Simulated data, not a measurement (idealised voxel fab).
Documented hereafter: the process module known as voxel wiring stack.
This is section cut - it's 245 nm across, gridded in 5 nm square cells.
Bands, listed from the top down, are how a cross-section gets written in this document; the cross-section itself is a grid of square cells, and a band is one or more rows of them. Read a band's entry like this: the first values are the height of its top and the height of its bottom in nm, and what follows is the sequence of materials from left to right, each with its width in nm. Note that "blank" is empty space, and that a single material marked "edge to edge" reaches across the band from edge to edge. Height reference: 0 = level under which incoming wafer is all one material. Lowest band: no bottom, runs on downward, e.g. "z 0 and below". You'd read "30..40" like this: the band's top row of cells is as wide as the first number, its bottom row is as wide as the second, and going down, every row changes width by the same amount as the row before did. Take "no modifications" at face value: in the step it is given for, the cross-section changed in none of its cells. If an empty space has no open way to the top and is at least 8 cells in size, "Unvented cavities" lists it, written width x height at distance, where distance is measured from the left edge and every value is in nm. Past the settings on a step's line: simulator remark, on that step. Each step line may optionally specify "overlay nm", which for a step with a mask gives the rightward distance between the mask's planned place and where it lay, a negative value indicating the leftward direction.
So here's the lineup of process steps we planned
- 1: RECEIVE | material Si
- 2: CONFORMAL_DEP | material SiO2 | thk nm 15
- 3: DIRECTIONAL_DEP | material TiN | thk nm 5
- 4: DIRECTIONAL_DEP | material Ru | thk nm 15
- 5: MASKED_ETCH | tone cover | mask id METAL_1 | width nm 30 | pitch nm 60 | etch materials Ru | depth nm 15 | overlay nm 0
- 6: MASKED_ETCH | tone cover | mask id METAL_1 | width nm 30 | pitch nm 60 | etch materials TiN | depth nm 5 | overlay nm 0
- 7: CONFORMAL_DEP | material SiCN | thk nm 5
- 8: FILL_DEP | material SiO2 | thk nm 5
- 9: CMP | height nm 35
- 10: CONFORMAL_DEP | material SiCN | thk nm 5
- 11: DIRECTIONAL_DEP | material lowk | thk nm 25
- 12: PATTERN | tone open | mask id METAL_2 | material resist | width nm 30 | pitch nm 60 | thk nm 20 | overlay nm 0
- 13: DIRECTIONAL_ETCH | etch materials lowk | depth nm 15
- 14: STRIP | etch materials resist
- 15: PATTERN | tone open | mask id METAL_2_HOLES | material resist | width nm 15 | pitch nm 120 | thk nm 15 | overlay nm 0
- 16: DIRECTIONAL_ETCH | etch materials lowk | depth nm 10
- 17: DIRECTIONAL_ETCH | etch materials SiCN | depth nm 5
- 18: STRIP | etch materials resist
- 19: CONFORMAL_DEP | material TiN | thk nm 5
- 20: FILL_DEP | material Cu | thk nm 5
- 21: CMP | height nm 65
- 22: CONFORMAL_DEP | material SiCN | thk nm 5
- 23: DIRECTIONAL_DEP | material SiO2 | thk nm 30
- 24: MASKED_ETCH | tone open | mask id METAL_3 | width nm 30 | pitch nm 60 | etch materials SiO2 | depth nm 15 | overlay nm 0
- 25: DIRECTIONAL_DEP | material aC | thk nm 10
- 26: PATTERN | tone open | mask id METAL_3_HOLES | material resist | width nm 15 | pitch nm 120 | thk nm 25 | overlay nm 0
- 27: DIRECTIONAL_ETCH | etch materials aC | depth nm 10
- 28: STRIP | etch materials resist
- 29: DIRECTIONAL_ETCH | etch materials SiO2 | depth nm 15
- 30: DIRECTIONAL_ETCH | etch materials SiCN | depth nm 5
- 31: STRIP | etch materials aC
- 32: CONFORMAL_DEP | material TiN | thk nm 5
- 33: FILL_DEP | material Cu | thk nm 10
- 34: CMP | height nm 100
- 35: CONFORMAL_DEP | material SiCN | thk nm 5
- 36: DIRECTIONAL_DEP | material lowk | thk nm 10
- 37: MASKED_ETCH | tone open | mask id PLUG_3 | width nm 15 | pitch nm 60 | etch materials lowk | depth nm 10 | overlay nm 0
- 38: MASKED_ETCH | tone open | mask id PLUG_3 | width nm 15 | pitch nm 60 | etch materials SiCN | depth nm 5 | overlay nm 0
- 39: CONFORMAL_DEP | material TiN | thk nm 5
- 40: FILL_DEP | material Cu | thk nm 5
- 41: CMP | height nm 115
- 42: CONFORMAL_DEP | material SiN | thk nm 5
- 43: DIRECTIONAL_DEP | material SiO2 | thk nm 25
- 44: PATTERN | tone open | mask id METAL_4 | material resist | width nm 30 | pitch nm 60 | thk nm 15 | overlay nm 0
- 45: DIRECTIONAL_ETCH | etch materials SiO2 | depth nm 25
- 46: DIRECTIONAL_ETCH | etch materials SiN | depth nm 5
- 47: STRIP | etch materials resist
- 48: CONFORMAL_DEP | material TiN | thk nm 5
- 49: FILL_DEP | material W | thk nm 10
- 50: CMP | height nm 145
- 51: EPI | material Ru | thk nm 5
- 52: FILL_DEP | material SiCN | thk nm 5
Wafer at receipt (post step 1), cross-section
- z 0 and below: Si edge to edge
- Unvented cavities: none
Final cross-section, module run with one mistake (start and plan as above)
- z 155 to 150: SiCN edge to edge
- z 150 to 145: SiCN 40 nm  Ru 40 nm  SiCN 20 nm  Ru 40 nm  SiCN 20 nm  Ru 40 nm  SiCN 45 nm
- z 145 to 120: SiO2 45 nm  TiN 5 nm  W 20 nm  TiN 5 nm  SiO2 30 nm  TiN 5 nm  W 20 nm  TiN 5 nm  SiO2 30 nm  TiN 5 nm  W 20 nm  TiN 5 nm  SiO2 50 nm
- z 120 to 115: SiN 45 nm  TiN 30 nm  SiN 30 nm  TiN 30 nm  SiN 30 nm  TiN 30 nm  SiN 50 nm
- z 115 to 105: lowk 45 nm  TiN 5 nm  Cu 5 nm  TiN 5 nm  lowk 45 nm  TiN 5 nm  Cu 5 nm  TiN 5 nm  lowk 45 nm  TiN 5 nm  Cu 5 nm  TiN 5 nm  lowk 65 nm
- z 105 to 100: SiCN 45 nm  TiN 15 nm  SiCN 45 nm  TiN 15 nm  SiCN 45 nm  TiN 15 nm  SiCN 65 nm
- z 100 to 90: Cu edge to edge
- z 90 to 85: TiN 65 nm  Cu 5 nm  TiN 40 nm  Cu 20 nm  TiN 55 nm  Cu 5 nm  TiN 55 nm
- z 85 to 70: SiO2 60 nm  TiN 5 nm  Cu 5 nm  TiN 5 nm  SiO2 30 nm  TiN 5 nm  Cu 20 nm  TiN 5 nm  SiO2 45 nm  TiN 5 nm  Cu 5 nm  TiN 5 nm  SiO2 50 nm
- z 70 to 65: SiCN 60 nm  TiN 15 nm  SiCN 30 nm  TiN 30 nm  SiCN 45 nm  TiN 15 nm  SiCN 50 nm
- z 65 to 55: lowk 45 nm  TiN 5 nm  Cu 20 nm  TiN 5 nm  lowk 30 nm  TiN 5 nm  Cu 20 nm  TiN 5 nm  lowk 30 nm  TiN 5 nm  Cu 20 nm  TiN 5 nm  lowk 50 nm
- z 55 to 50: lowk 45 nm  TiN 5 nm  Cu 5 nm  TiN 20 nm  lowk 30 nm  TiN 30 nm  lowk 30 nm  TiN 5 nm  Cu 5 nm  TiN 20 nm  lowk 50 nm
- z 50 to 40: lowk 45 nm  TiN 5 nm  Cu 5 nm  TiN 5 nm  lowk 105 nm  TiN 5 nm  Cu 5 nm  TiN 5 nm  lowk 65 nm
- z 40 to 35: SiCN 45 nm  TiN 15 nm  SiCN 105 nm  TiN 15 nm  SiCN 65 nm
- z 35 to 20: SiO2 40 nm  SiCN 5 nm  Ru 30 nm  SiCN 5 nm  SiO2 20 nm  SiCN 5 nm  Ru 30 nm  SiCN 5 nm  SiO2 20 nm  SiCN 5 nm  Ru 30 nm  SiCN 5 nm  SiO2 45 nm
- z 20 to 15: SiCN 45 nm  TiN 30 nm  SiCN 30 nm  TiN 30 nm  SiCN 30 nm  TiN 30 nm  SiCN 50 nm
- z 15 to 0: SiO2 edge to edge
- z 0 and below: Si edge to edge
- Unvented cavities: none
Nonconformance to the process plan: step 26, actual vs plan mismatch, actual run PATTERN | tone cover | mask id METAL_3_HOLES | material resist | width nm 15 | pitch nm 120 | thk nm 25 | overlay nm 0
